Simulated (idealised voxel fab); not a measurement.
process module | voxel double patterning
cross-section cut | 235 nm wide | cells 5 nm
A cross-section is a grid of square cells, given in bands from the top down. A band is one or more rows of cells.
Each band's line starts with the height of the band's top and of its bottom, in nm. Then come its materials from left to right, each with its width in nm. One material with "throughout" fills the band from edge to edge. "air" is empty space.
Height 0 is the level under which the wafer as received is all one material. The lowest band goes on downwards, as in "0 down".
A width such as "30 to 40" changes by the same amount from each row of cells to the next, from the band's top row to its bottom row.
"no change" after a step means that no cell of the cross-section changed.
closed voids: empty space of 8 cells or more with no open way to the top, each as width x height at its distance from the left edge, in nm
after a step's settings: what the simulator itself notes on the step
overlay nm, on a step with a mask: how far to the right of its planned place the mask lay; to the left if negative
plan
1 op RECEIVE | material Si
2 op CONFORMAL_DEP | material SiO2 | thk nm 10
3 op DIRECTIONAL_DEP | material W | thk nm 15
4 op DIRECTIONAL_DEP | material SiN | thk nm 10
5 op DIRECTIONAL_DEP | material aC | thk nm 15
6 op PATTERN | tone open | mask id FIRST | material resist | width nm 15 | pitch nm 50 | thk nm 35 | overlay nm 0
7 op DIRECTIONAL_ETCH | etch materials aC | depth nm 15
8 op STRIP | etch materials resist
9 op DIRECTIONAL_ETCH | etch materials SiN | depth nm 10
10 op STRIP | etch materials aC
11 op PATTERN | tone open | mask id SECOND | material resist | width nm 15 | pitch nm 50 | thk nm 15 | overlay nm 0
12 op DIRECTIONAL_ETCH | etch materials SiN | depth nm 10
13 op STRIP | etch materials resist
14 op DIRECTIONAL_ETCH | etch materials W | depth nm 15
15 op STRIP | etch materials SiN
varied across the wafers: width nm of step 11. The plan shows the first wafer's value. All wafers start alike
first wafer as received, after step 1
  0 down: Si throughout
  closed voids: none
each wafer at the end: cells of each material gained (+) or lost (-) since it was received, then its closed voids
width nm 15 | +94 SiO2 | +96 W | closed voids: none
width nm 20 | +94 SiO2 | +90 W | closed voids: none
width nm 25 | +94 SiO2 | +84 W | closed voids: none
width nm 30 | +94 SiO2 | +78 W | closed voids: none
